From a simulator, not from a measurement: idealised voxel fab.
The process module that follows is named voxel released beams.
Each square cell in cross-section cut measures 5 nm, and the section as a whole is 230 nm wide.
For the purposes of this document, a cross-section shall be understood as a grid of square cells, specified as bands listed in top-to-bottom order, each band consisting of one or more rows of cells.
Within each band entry, the heights of the top and of the bottom of the band appear first, in that order and in nm; the materials of the band then follow from left to right, each with its corresponding width in nm. The designation "throughout" on a single material indicates that it fills the band from edge to edge; the designation "air" indicates empty space.
Height is counted from the level 0, under which the received wafer is composed throughout of one material. The lowest of the bands is not closed at the bottom but continues downward, in the notation "0..down".
Graded width ("30->40"): value in top row of band = first number; value in bottom row = second number; row-to-row change constant.
Step note "no change" = no cross-section cell changed.
For the entry "Fully sealed cavities", the listed items are empty spaces with no open way to the top whose size is 8 cells or more; each item follows the pattern width x height at distance, where distance is from the left edge and all three are in nm.
Formally, on a step line, whatever follows the settings is a remark that the simulator itself makes on the step.
The "overlay nm" setting may appear on a step's line; for a step that uses a mask, it gives how far to the right of its planned position the mask lay, and a negative value indicates the left.
# The following list gives the planned process steps
1. RECEIVE | material Si
2. CONFORMAL_DEP | material SiN | thk nm 5
3. DIRECTIONAL_DEP | material SiO2 | thk nm 20
4. DIRECTIONAL_DEP | material aC | thk nm 10
5. PATTERN | tone open | mask id ANCHOR | material resist | width nm 25 | thk nm 30 | overlay nm 0
6. DIRECTIONAL_ETCH | etch materials aC | depth nm 10
7. STRIP | etch materials resist
8. DIRECTIONAL_ETCH | etch materials SiO2 | depth nm 20
9. STRIP | etch materials aC
10. CONFORMAL_DEP | material polySi | thk nm 10
11. DIRECTIONAL_DEP | material aC | thk nm 15
12. PATTERN | tone cover | mask id BEAM | material resist | width nm 110 | thk nm 30 | overlay nm 0
13. DIRECTIONAL_ETCH | etch materials aC | depth nm 15
14. STRIP | etch materials resist
15. DIRECTIONAL_ETCH | etch materials polySi | depth nm 10
16. STRIP | etch materials aC
17. STRIP | etch materials SiO2
# Wafer at receipt (post step 1), cross-section
    0..down = Si throughout
    Fully sealed cavities: none
# Figure: cross-sectional view of the wafer upon completion of the module, processed from the initial state and according to the plan depicted above, with one error introduced during execution
    30..20 = air (55) / polySi (15) / air (5) / polySi (90) / air (65)
    20..10 = air (60) / polySi (10) / air (5) / polySi (10) / air (145)
    10..0 = air (60) / polySi (25) / air (145)
    0..down = Si throughout
    Fully sealed cavities: none
It is concluded that the wafer was processed incorrectly with respect to the plan, in that skipped: plan step 2 (never run)
